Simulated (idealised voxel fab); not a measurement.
process module | voxel local oxidation
cross-section cut | 265 nm wide | cells 5 nm
A cross-section is a grid of square cells, given in bands from the top down. A band is one or more rows of cells.
Each band's line starts with the height of the band's top and of its bottom, in nm. Then come its materials from left to right, each with its width in nm. One material with "throughout" fills the band from edge to edge. "air" is empty space.
Height 0 is the level under which the wafer as received is all one material. The lowest band goes on downwards, as in "0 down".
A width such as "30 to 40" changes by the same amount from each row of cells to the next, from the band's top row to its bottom row.
"no change" after a step means that no cell of the cross-section changed.
closed voids: empty space of 8 cells or more with no open way to the top, each as width x height at its distance from the left edge, in nm
after a step's settings: what the simulator itself notes on the step
overlay nm, on a step with a mask: how far to the right of its planned place the mask lay; to the left if negative
plan
1 op RECEIVE | material Si
2 op OXIDIZE | depth nm 5
3 op CONFORMAL_DEP | material SiN | thk nm 10
4 op MASKED_ETCH | tone cover | mask id ACTIVE | width nm 130 | etch materials SiN | depth nm 10 | overlay nm 0
5 op SELECTIVE_ETCH | etch materials SiO2 | depth nm 5
6 op OXIDIZE | depth nm 15
7 op STRIP | etch materials SiN
as received, after step 1
  0 down: Si throughout
  closed voids: none
first wafer at the end, as planned
  0 to -5: air 70 | SiO2 120 | air 75
  -5 to -20: SiO2 85 | Si 90 | SiO2 90
  -20 down: Si throughout
  closed voids: none
second wafer at the end: like start, like plan, one mistake
  0 to -5: SiO2 60 | air 140 | SiO2 65
  -5 to -20: Si 45 | SiO2 170 | Si 50
  -20 down: Si throughout
  closed voids: none
what went wrong: step 4 ran as: op MASKED_ETCH | tone open | mask id ACTIVE | width nm 130 | etch materials SiN | depth nm 10 | overlay nm 0
at the end the second wafer has, in cells: 3 more of Si | 2 fewer of SiO2
